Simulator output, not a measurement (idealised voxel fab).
The name of this process module is voxel self aligned vias.
Square cells of 5 nm make up the cross-section cut, whose width is 155 nm.
When this document writes out a cross-section, it uses a grid of square cells and lists it as bands, beginning at the top and moving down, with a band standing for one or more rows of cells.
Read a band's entry like this: the first values are the height of its top and the height of its bottom in nm, and what follows is the sequence of materials from left to right, each with its width in nm. Note that "blank" is empty space, and that a single material marked "full width" reaches across the band from edge to edge.
Heights are reckoned from 0. Under this level, the received wafer is all of one material. The bottommost band is open-ended downward, for example "0 -> down".
Width: "30->40" (first number = top row, second number = bottom row, same change from row to row of cells).
No cell of the cross-section changed in a step that is given as "no alteration".
Heads up: "closed voids" only lists the empty pockets with no open path to the top that are 8 cells or more, and it writes them as width x height at distance, distance from the left edge, in nm.
If you see something after the settings on a step's line, that's the simulator's own remark about that step.
The "overlay nm" setting may appear on a step's line; for a step that uses a mask, it gives how far to the right of its planned position the mask lay, and a negative value indicates the left.

THIS SECTION LISTS THE PROCESS STEPS THAT WERE PLANNED
1 RECEIVE | material Si
2 CONFORMAL_DEP | material SiO2 | thk nm 10
3 CONFORMAL_DEP | material SiCN | thk nm 5
4 DIRECTIONAL_DEP | material SiO2 | thk nm 20
5 DIRECTIONAL_DEP | material aC | thk nm 15
6 PATTERN | tone open | mask id LINES | material resist | width nm 15 | pitch nm 60 | thk nm 35 | overlay nm 0
7 DIRECTIONAL_ETCH | etch materials aC | depth nm 15
8 STRIP | etch materials resist
9 DIRECTIONAL_ETCH | etch materials SiO2 | depth nm 20
10 STRIP | etch materials aC
11 CONFORMAL_DEP | material TiN | thk nm 5
12 FILL_DEP | material W | thk nm 10
13 CMP | height nm 35
14 SELECTIVE_ETCH | etch materials W Ru TiN | depth nm 10
15 FILL_DEP | material SiN | thk nm 10
16 CMP | height nm 35
17 DIRECTIONAL_DEP | material SiO2 | thk nm 15
18 PATTERN | tone open | mask id VIAS | material resist | width nm 35 | pitch nm 60 | thk nm 15 | overlay nm 0
19 DIRECTIONAL_ETCH | etch materials SiO2 | depth nm 15
20 DIRECTIONAL_ETCH | etch materials SiN | depth nm 10
21 STRIP | etch materials resist
22 CONFORMAL_DEP | material TiN | thk nm 5
23 FILL_DEP | material W | thk nm 5
24 CMP | height nm 50
25 CONFORMAL_DEP | material SiCN | thk nm 5
Wafers differ in width nm at step 6; plan lists the first wafer's value; identical starting state.

AFTER STEP 1, AS RECEIVED: FIRST OF SEVERAL WAFERS, CROSS-SECTION
  0 -> down: Si full width
  closed voids: none

ONCE STEP 25, THE LAST STEP, IS COMPLETE, THE MODULE IS AT ITS END; THIS IS THE CROSS-SECTION OF THE FIRST OF SEVERAL WAFERS
  55 -> 50: SiCN full width
  50 -> 40: 30 nm SiO2, 5 nm TiN, 25 nm W, 5 nm TiN, 25 nm SiO2, 5 nm TiN, 25 nm W, 5 nm TiN, 30 nm SiO2
  40 -> 30: 30->40 nm SiO2, 15->5 nm TiN, 5 nm W, 15->5 nm TiN, 25->45 nm SiO2, 15->5 nm TiN, 5 nm W, 15->5 nm TiN, 30->40 nm SiO2
  30 -> 25: 40 nm SiO2, 15 nm TiN, 45 nm SiO2, 15 nm TiN, 40 nm SiO2
  25 -> 20: 40 nm SiO2, 5 nm TiN, 5 nm W, 5 nm TiN, 45 nm SiO2, 5 nm TiN, 5 nm W, 5 nm TiN, 40 nm SiO2
  20 -> 15: 40 nm SiO2, 15 nm TiN, 45 nm SiO2, 15 nm TiN, 40 nm SiO2
  15 -> 10: SiCN full width
  10 -> 0: SiO2 full width
  0 -> down: Si full width
  closed voids: none

LAST-WAFER CROSS-SECTION AT THE END OF THE MODULE
  55 -> 50: SiCN full width
  50 -> 35: 30 nm SiO2, 5 nm TiN, 25 nm W, 5 nm TiN, 25 nm SiO2, 5 nm TiN, 25 nm W, 5 nm TiN, 30 nm SiO2
  35 -> 30: 30 nm SiO2, 5 nm TiN, 25 nm W, 5 nm TiN, 5 nm SiN, 20 nm SiO2, 5 nm TiN, 25 nm W, 5 nm TiN, 5 nm SiN, 25 nm SiO2
  30 -> 25: 30 nm SiO2, 35 nm TiN, 5 nm SiN, 20 nm SiO2, 35 nm TiN, 5 nm SiN, 25 nm SiO2
  25 -> 20: 30 nm SiO2, 5 nm TiN, 30 nm W, 5 nm TiN, 20 nm SiO2, 5 nm TiN, 30 nm W, 5 nm TiN, 25 nm SiO2
  20 -> 15: 30 nm SiO2, 40 nm TiN, 20 nm SiO2, 40 nm TiN, 25 nm SiO2
  15 -> 10: SiCN full width
  10 -> 0: SiO2 full width
  0 -> down: Si full width
  closed voids: none

THE ROWS OF THE TABLE BELOW ARE WAFERS. LOOKING AT THE END OF THE MODULE, A ROW COUNTS, FOR EVERY MATERIAL, THE CELLS THE WAFER HAS GAINED, SHOWN AS (+), OR LOST, SHOWN AS (-), SINCE IT WAS RECEIVED; ITS CLOSED VOIDS COME NEXT
width nm 15; +62 SiCN; +213 SiO2; +40 TiN; +26 W; closed voids: none
width nm 20; +62 SiCN; +205 SiO2; +42 TiN; +32 W; closed voids: none
width nm 25; +62 SiCN; +197 SiO2; +44 TiN; +38 W; closed voids: none
width nm 30; +62 SiCN; +189 SiO2; +46 TiN; +44 W; closed voids: none
width nm 35; +62 SiCN; +181 SiO2; +48 TiN; +50 W; closed voids: none
width nm 40; +62 SiCN; +4 SiN; +173 SiO2; +50 TiN; +52 W; closed voids: none
